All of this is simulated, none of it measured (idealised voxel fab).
Presented below is a process module, voxel fin reveal.
The cross-section shown here is cut; it is 280 nm wide and divided into square cells measuring 5 nm on a side.
Cross-sections here: square-cell grids, written as top-down lists of bands, a band being one or more rows of cells.
Band entry format. Leading values: height of top, height of bottom, nm. Remainder: materials in left-to-right order, each with its width in nm. Special words: "throughout" on a single material, which then fills the band edge to edge; "empty", empty space.
Height datum 0, below which the as-received substrate wafer is one material. Lowest band open at the bottom, running downward: "0 nm and below".
Read "30->40" as a graded width: first number on top, second number at the bottom, same change between each pair of neighbouring rows.
"stayed the same", as given for a step, is the statement that not any cell of the cross-section underwent a change during that step.
In "Voids lacking openings" the enclosed voids are listed, meaning empty spaces of 8 cells or larger without any opening to the top. The form is width x height at distance, distance from the left edge, units nm.
If you see something after the settings on a step's line, that's the simulator's own remark about that step.
When a step includes a mask, the "overlay nm" setting on its line states how far to the right of its planned place that mask lay, and negative values state how far to the left.

## Process steps (planned)
- 1: RECEIVE (material Si)
- 2: CONFORMAL_DEP (material SiN; thk nm 5)
- 3: MASKED_ETCH (tone cover; mask id FINS; width nm 15; pitch nm 40; etch materials SiN; depth nm 5; overlay nm 0)
- 4: MASKED_ETCH (tone cover; mask id FINS; width nm 15; pitch nm 40; etch materials Si; depth nm 35; overlay nm 0)
- 5: OXIDIZE (depth nm 5)
- 6: FILL_DEP (material SiO2; thk nm 15)
- 7: CMP (height nm 5)
- 8: SELECTIVE_ETCH (etch materials SiO2; depth nm 30)
- 9: STRIP (etch materials SiN)

## first wafer, as planned

## as received, after step 1
  0 nm and below | Si throughout
  Voids lacking openings: none

## How the wafer stands in section after step 2
  5 nm to 0 nm | SiN throughout
  For the remainder of the cross-section, below 0, there is no change.

## How the wafer stands in section after step 3
  5 nm to 0 nm | empty 90 / SiN 15 / empty 25 / SiN 15 / empty 25 / SiN 15 / empty 95
  For the remainder of the cross-section, below 0, there is no change.

## How the wafer stands in section after step 4
  5 nm to 0 nm | empty 90 / SiN 15 / empty 25 / SiN 15 / empty 25 / SiN 15 / empty 95
  0 nm to -35 nm | empty 90 / Si 15 / empty 25 / Si 15 / empty 25 / Si 15 / empty 95
  For the remainder of the cross-section, below -35, there is no change.

## How the wafer stands in section after step 5
  5 nm to 0 nm | empty 90 / SiN 15 / empty 25 / SiN 15 / empty 25 / SiN 15 / empty 95
  0 nm to -35 nm | empty 90 / SiO2 5 / Si 5 / SiO2 5 / empty 25 / SiO2 5 / Si 5 / SiO2 5 / empty 25 / SiO2 5 / Si 5 / SiO2 5 / empty 95
  -35 nm to -40 nm | SiO2 95 / Si 5 / SiO2 35 / Si 5 / SiO2 35 / Si 5 / SiO2 100
  For the remainder of the cross-section, below -40, there is no change.

## How the wafer stands in section after step 6
  20 nm to 5 nm | SiO2 throughout
  5 nm to 0 nm | SiO2 90 / SiN 15 / SiO2 25 / SiN 15 / SiO2 25 / SiN 15 / SiO2 95
  0 nm to -40 nm | SiO2 95 / Si 5 / SiO2 35 / Si 5 / SiO2 35 / Si 5 / SiO2 100
  For the remainder of the cross-section, below -40, there is no change.

## How the wafer stands in section after step 7
  5 nm to 0 nm | SiO2 90 / SiN 15 / SiO2 25 / SiN 15 / SiO2 25 / SiN 15 / SiO2 95
  For the remainder of the cross-section, below 0, there is no change.

## How the wafer stands in section after step 8
  5 nm to 0 nm | empty 90 / SiN 15 / empty 25 / SiN 15 / empty 25 / SiN 15 / empty 95
  0 nm to -25 nm | empty 95 / Si 5 / empty 35 / Si 5 / empty 35 / Si 5 / empty 100
  For the remainder of the cross-section, below -25, there is no change.

## How the wafer stands in section after step 9
  0 nm to -25 nm | empty 95 / Si 5 / empty 35 / Si 5 / empty 35 / Si 5 / empty 100
  For the remainder of the cross-section, below -25, there is no change.

## second wafer: like start, like plan, one mistake. Through step 3 it matches the first wafer

## Cross-section of the second wafer when, according to plan, step 4 should have finished
  5 nm to 0 nm | empty 90 / SiN 15 / empty 25 / SiN 15 / empty 25 / SiN 15 / empty 95
  0 nm to -70 nm | empty 90 / Si 15 / empty 25 / Si 15 / empty 25 / Si 15 / empty 95
  For the remainder of the cross-section, below -70, there is no change.

## Cross-section of the second wafer when, according to plan, step 5 should have finished
  5 nm to 0 nm | empty 90 / SiN 15 / empty 25 / SiN 15 / empty 25 / SiN 15 / empty 95
  0 nm to -70 nm | empty 90 / SiO2 5 / Si 5 / SiO2 5 / empty 25 / SiO2 5 / Si 5 / SiO2 5 / empty 25 / SiO2 5 / Si 5 / SiO2 5 / empty 95
  -70 nm to -75 nm | SiO2 95 / Si 5 / SiO2 35 / Si 5 / SiO2 35 / Si 5 / SiO2 100
  For the remainder of the cross-section, below -75, there is no change.

## Cross-section of the second wafer when, according to plan, step 6 should have finished
  20 nm to 5 nm | SiO2 throughout
  5 nm to 0 nm | SiO2 90 / SiN 15 / SiO2 25 / SiN 15 / SiO2 25 / SiN 15 / SiO2 95
  0 nm to -75 nm | SiO2 95 / Si 5 / SiO2 35 / Si 5 / SiO2 35 / Si 5 / SiO2 100
  For the remainder of the cross-section, below -75, there is no change.

## Cross-section of the second wafer when, according to plan, step 7 should have finished
  5 nm to 0 nm | SiO2 90 / SiN 15 / SiO2 25 / SiN 15 / SiO2 25 / SiN 15 / SiO2 95
  For the remainder of the cross-section, below 0, there is no change.

## Cross-section of the second wafer when, according to plan, step 8 should have finished
  5 nm to 0 nm | empty 90 / SiN 15 / empty 25 / SiN 15 / empty 25 / SiN 15 / empty 95
  0 nm to -25 nm | empty 95 / Si 5 / empty 35 / Si 5 / empty 35 / Si 5 / empty 100
  For the remainder of the cross-section, below -25, there is no change.

## Cross-section of the second wafer when, according to plan, step 9 should have finished
  0 nm to -25 nm | empty 95 / Si 5 / empty 35 / Si 5 / empty 35 / Si 5 / empty 100
  For the remainder of the cross-section, below -25, there is no change.
Want to know what went wrong? in the plan, step 4 was performed twice
It is noted that, at the conclusion of processing, the second wafer exhibits a higher or lower cell count for certain materials relative to the first: -371 Si | +371 SiO2
